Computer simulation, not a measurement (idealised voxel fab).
process module | voxel wiring stack
cross-section cut | 290 nm wide | cells 5 nm
A cross-section is a grid of square cells, given in bands from the top down. A band is one or more rows of cells.
Each band's line starts with the height of the band's top and of its bottom, in nm. Then come its materials from left to right, each with its width in nm. One material with "throughout" fills the band from edge to edge. "air" is empty space.
Height 0 is the level under which the wafer as received is all one material. The lowest band goes on downwards, as in "0 down".
A width such as "30 to 40" changes by the same amount from each row of cells to the next, from the band's top row to its bottom row.
"no change" after a step means that no cell of the cross-section changed.
closed voids: empty space of 8 cells or more with no open way to the top, each as width x height at its distance from the left edge, in nm
after a step's settings: what the simulator itself notes on the step
overlay nm, on a step with a mask: how far to the right of its planned place the mask lay; to the left if negative
plan
1 op RECEIVE | material Si
2 op CONFORMAL_DEP | material SiO2 | thk nm 15
3 op DIRECTIONAL_DEP | material TiN | thk nm 5
4 op DIRECTIONAL_DEP | material W | thk nm 20
5 op DIRECTIONAL_DEP | material aC | thk nm 10
6 op PATTERN | tone cover | mask id METAL_1 | material resist | width nm 25 | pitch nm 45 | thk nm 30 | overlay nm 0
7 op DIRECTIONAL_ETCH | etch materials aC | depth nm 10
8 op STRIP | etch materials resist
9 op DIRECTIONAL_ETCH | etch materials W | depth nm 20
10 op DIRECTIONAL_ETCH | etch materials TiN | depth nm 5
11 op STRIP | etch materials aC
12 op CONFORMAL_DEP | material SiN | thk nm 5
13 op FILL_DEP | material lowk | thk nm 10
14 op CMP | height nm 40
15 op CONFORMAL_DEP | material SiCN | thk nm 5
16 op DIRECTIONAL_DEP | material SiO2 | thk nm 20
17 op DIRECTIONAL_DEP | material aC | thk nm 10
18 op PATTERN | tone open | mask id PLUG_1 | material resist | width nm 15 | pitch nm 45 | thk nm 25 | overlay nm 0
19 op DIRECTIONAL_ETCH | etch materials aC | depth nm 10
20 op STRIP | etch materials resist
21 op DIRECTIONAL_ETCH | etch materials SiO2 | depth nm 20
22 op DIRECTIONAL_ETCH | etch materials SiCN | depth nm 5
23 op STRIP | etch materials aC
24 op CONFORMAL_DEP | material TiN | thk nm 5
25 op FILL_DEP | material Cu | thk nm 5
26 op CMP | height nm 65
27 op DIRECTIONAL_DEP | material TiN | thk nm 5
28 op DIRECTIONAL_DEP | material W | thk nm 15
29 op DIRECTIONAL_DEP | material aC | thk nm 10
30 op PATTERN | tone cover | mask id METAL_2 | material resist | width nm 25 | pitch nm 45 | thk nm 30 | overlay nm 0
31 op DIRECTIONAL_ETCH | etch materials aC | depth nm 10
32 op STRIP | etch materials resist
33 op DIRECTIONAL_ETCH | etch materials W | depth nm 15
34 op DIRECTIONAL_ETCH | etch materials TiN | depth nm 5
35 op STRIP | etch materials aC
36 op CONFORMAL_DEP | material SiCN | thk nm 5
37 op FILL_DEP | material SiO2 | thk nm 10
38 op CMP | height nm 85
39 op CONFORMAL_DEP | material SiCN | thk nm 5
40 op DIRECTIONAL_DEP | material lowk | thk nm 10
41 op MASKED_ETCH | tone open | mask id PLUG_2 | width nm 15 | pitch nm 45 | etch materials lowk | depth nm 10 | overlay nm 0
42 op MASKED_ETCH | tone open | mask id PLUG_2 | width nm 15 | pitch nm 45 | etch materials SiCN | depth nm 5 | overlay nm 0
43 op CONFORMAL_DEP | material TiN | thk nm 5
44 op FILL_DEP | material W | thk nm 10
45 op CMP | height nm 100
46 op CONFORMAL_DEP | material SiN | thk nm 5
47 op DIRECTIONAL_DEP | material SiO2 | thk nm 20
48 op PATTERN | tone open | mask id METAL_3 | material resist | width nm 25 | pitch nm 45 | thk nm 20 | overlay nm 0
49 op DIRECTIONAL_ETCH | etch materials SiO2 | depth nm 20
50 op DIRECTIONAL_ETCH | etch materials SiN | depth nm 5
51 op STRIP | etch materials resist
52 op CONFORMAL_DEP | material TiN | thk nm 5
53 op FILL_DEP | material Ru | thk nm 10
54 op CMP | height nm 125
55 op CONFORMAL_DEP | material SiN | thk nm 5
as received, after step 1
  0 down: Si throughout
  closed voids: none
a wafer at the end: this start, this plan, one mistake
  130 to 125: SiN throughout
  125 to 105: SiO2 85 | TiN 5 | Ru 15 | TiN 5 | SiO2 20 | TiN 5 | Ru 15 | TiN 5 | SiO2 20 | TiN 5 | Ru 15 | TiN 5 | SiO2 90
  105 to 100: SiN 85 | TiN 25 | SiN 20 | TiN 25 | SiN 20 | TiN 25 | SiN 90
  100 to 90: lowk 85 | TiN 5 | W 5 | TiN 5 | lowk 30 | TiN 5 | W 5 | TiN 5 | lowk 30 | TiN 5 | W 5 | TiN 5 | lowk 100
  90 to 85: SiCN 85 | TiN 15 | SiCN 30 | TiN 15 | SiCN 30 | TiN 15 | SiCN 100
  85 to 70: SiO2 80 | SiCN 5 | W 25 | SiCN 5 | SiO2 10 | SiCN 5 | W 25 | SiCN 5 | SiO2 10 | SiCN 5 | W 25 | SiCN 5 | SiO2 85
  70 to 65: SiCN 85 | TiN 25 | SiCN 20 | TiN 25 | SiCN 20 | TiN 25 | SiCN 90
  65 to 45: SiO2 85 | TiN 5 | Cu 5 | TiN 5 | SiO2 30 | TiN 5 | Cu 5 | TiN 5 | SiO2 30 | TiN 5 | Cu 5 | TiN 5 | SiO2 100
  45 to 40: SiCN 85 | TiN 15 | SiCN 30 | TiN 15 | SiCN 30 | TiN 15 | SiCN 100
  40 to 25: lowk 80 | SiN 5 | W 25 | SiN 5 | lowk 10 | SiN 5 | W 25 | SiN 5 | lowk 10 | SiN 5 | W 25 | SiN 5 | lowk 85
  25 to 20: SiN 85 | W 25 | SiN 20 | W 25 | SiN 20 | W 25 | SiN 90
  20 to 5: SiO2 throughout
  5 to 0: TiN throughout
  0 down: Si throughout
  closed voids: none
what went wrong: steps 2 and 3 were swapped
